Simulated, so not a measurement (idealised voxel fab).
Proc. module: voxel gate over fins
Section cut is 210 nm wide and gridded with 5 nm square cells.
Format of a cross-section: grid, square cells. Given as bands. Order: top down. Band: one or more rows of cells.
Band: top and bottom heights (nm) first, top before bottom; then materials from left to right, widths in nm. "everywhere" marks a sole material filling the band edge to edge. "air" denotes empty space.
Heights are reckoned from 0. Under this level, the received wafer is all of one material. The bottommost band is open-ended downward, for example "0 and below".
With a width like "30..40", each row of cells in the band differs from the next by the same amount, the top row carrying the first number and the bottom row the second.
Basically "nothing was modified" means that step didn't change any cell in the cross-section.
In the "Enclosed void entries" entry, you get each enclosed empty space of 8 cells or more, one with no open way to the top, written width x height at distance, distance from the left edge, in nm.
Whatever follows a step's settings on its line is a remark the simulator itself makes about that step.
A step line may carry the setting "overlay nm", which, for steps involving a mask, states the distance by which the mask lay to the right of its intended position; negative values denote displacement to the left.
-- Planned process steps
1 RECEIVE (material Si)
2 CONFORMAL_DEP (material SiN; thk nm 10)
3 DIRECTIONAL_DEP (material aC; thk nm 15)
4 PATTERN (tone cover; mask id FINS; material resist; width nm 15; pitch nm 50; thk nm 30; overlay nm 0)
5 DIRECTIONAL_ETCH (etch materials aC; depth nm 15)
6 STRIP (etch materials resist)
7 DIRECTIONAL_ETCH (etch materials SiN; depth nm 10)
8 DIRECTIONAL_ETCH (etch materials Si; depth nm 35)
9 STRIP (etch materials aC)
10 FILL_DEP (material SiO2; thk nm 10)
11 CMP (height nm 10)
12 MASKED_ETCH (tone open; mask id RAIL; width nm 15; etch materials SiO2; depth nm 40; overlay nm 0)
13 CONFORMAL_DEP (material TiN; thk nm 5)
14 FILL_DEP (material W; thk nm 5)
15 CMP (height nm 10)
16 SELECTIVE_ETCH (etch materials W Ru TiN; depth nm 25)
17 FILL_DEP (material SiO2; thk nm 5)
18 CMP (height nm 10)
19 SELECTIVE_ETCH (etch materials SiO2; depth nm 20)
20 STRIP (etch materials SiN)
21 CONFORMAL_DEP (material HfO2; thk nm 5)
22 CONFORMAL_DEP (material TiN; thk nm 5)
23 CONFORMAL_DEP (material TiAl; thk nm 5)
24 CONFORMAL_DEP (material TiN; thk nm 5)
25 FILL_DEP (material W; thk nm 15)
26 CMP (height nm 30)
27 CONFORMAL_DEP (material SiN; thk nm 5)
-- Cross-section, incoming material, after step 1
0 and below: Si everywhere
Enclosed void entries: none
-- Here's the cross-section of the first of our two wafers at the end of the module - it ran as planned
35 down to 30: SiN everywhere
30 down to 20: W everywhere
20 down to 15: W: 25 / TiN: 155 / W: 30
15 down to 10: W: 25 / TiN: 5 / TiAl: 45 / TiN: 5 / TiAl: 45 / TiN: 5 / TiAl: 45 / TiN: 5 / W: 30
10 down to 5: TiN: 30 / TiAl: 5 / TiN: 35 / TiAl: 5 / TiN: 5 / TiAl: 5 / TiN: 35 / TiAl: 5 / TiN: 5 / TiAl: 5 / TiN: 35 / TiAl: 5 / TiN: 35
5 down to 0: TiAl: 35 / TiN: 5 / HfO2: 25 / TiN: 5 / TiAl: 15 / TiN: 5 / HfO2: 25 / TiN: 5 / TiAl: 15 / TiN: 5 / HfO2: 25 / TiN: 5 / TiAl: 40
0 down to -5: TiN: 40 / HfO2: 5 / Si: 15 / HfO2: 5 / TiN: 25 / HfO2: 5 / Si: 15 / HfO2: 5 / TiN: 25 / HfO2: 5 / Si: 15 / HfO2: 5 / TiN: 45
-5 down to -10: HfO2: 45 / Si: 15 / HfO2: 35 / Si: 15 / HfO2: 35 / Si: 15 / HfO2: 50
-10 down to -15: SiO2: 45 / Si: 15 / SiO2: 35 / Si: 15 / SiO2: 35 / Si: 15 / SiO2: 50
-15 down to -25: SiO2: 45 / Si: 15 / SiO2: 10 / TiN: 5 / W: 5 / TiN: 5 / SiO2: 10 / Si: 15 / SiO2: 35 / Si: 15 / SiO2: 50
-25 down to -30: SiO2: 45 / Si: 15 / SiO2: 10 / TiN: 15 / SiO2: 10 / Si: 15 / SiO2: 35 / Si: 15 / SiO2: 50
-30 down to -35: SiO2: 45 / Si: 15 / SiO2: 35 / Si: 15 / SiO2: 35 / Si: 15 / SiO2: 50
-35 and below: Si everywhere
Enclosed void entries: none
-- Cross-sectional view of the second of two wafers upon completion of the module. This wafer shared its starting condition and process plan with the first; one error was made during its execution
35 down to 30: SiN everywhere
30 down to 15: W everywhere
15 down to 10: W: 30 / TiN: 45 / W: 5 / TiN: 45 / W: 5 / TiN: 45 / W: 35
10 down to 5: W: 30 / TiN: 5 / TiAl: 35 / TiN: 5 / W: 5 / TiN: 5 / TiAl: 35 / TiN: 5 / W: 5 / TiN: 5 / TiAl: 35 / TiN: 5 / W: 35
5 down to 0: TiN: 35 / TiAl: 5 / TiN: 25 / TiAl: 5 / TiN: 15 / TiAl: 5 / TiN: 25 / TiAl: 5 / TiN: 15 / TiAl: 5 / TiN: 25 / TiAl: 5 / TiN: 40
0 down to -5: TiAl: 40 / TiN: 5 / Si: 15 / TiN: 5 / TiAl: 25 / TiN: 5 / Si: 15 / TiN: 5 / TiAl: 25 / TiN: 5 / Si: 15 / TiN: 5 / TiAl: 45
-5 down to -10: TiN: 45 / Si: 15 / TiN: 35 / Si: 15 / TiN: 35 / Si: 15 / TiN: 50
-10 down to -15: SiO2: 45 / Si: 15 / SiO2: 35 / Si: 15 / SiO2: 35 / Si: 15 / SiO2: 50
-15 down to -25: SiO2: 45 / Si: 15 / SiO2: 10 / TiN: 5 / W: 5 / TiN: 5 / SiO2: 10 / Si: 15 / SiO2: 35 / Si: 15 / SiO2: 50
-25 down to -30: SiO2: 45 / Si: 15 / SiO2: 10 / TiN: 15 / SiO2: 10 / Si: 15 / SiO2: 35 / Si: 15 / SiO2: 50
-30 down to -35: SiO2: 45 / Si: 15 / SiO2: 35 / Si: 15 / SiO2: 35 / Si: 15 / SiO2: 50
-35 and below: Si everywhere
Enclosed void entries: none
What was done differently from what was planned? step 21 from the plan never happened, it was just skipped
At the finish, the second wafer shows more or fewer cells for some materials than the first does: HfO2: 54 fewer, TiN: 4 more, W: 50 more
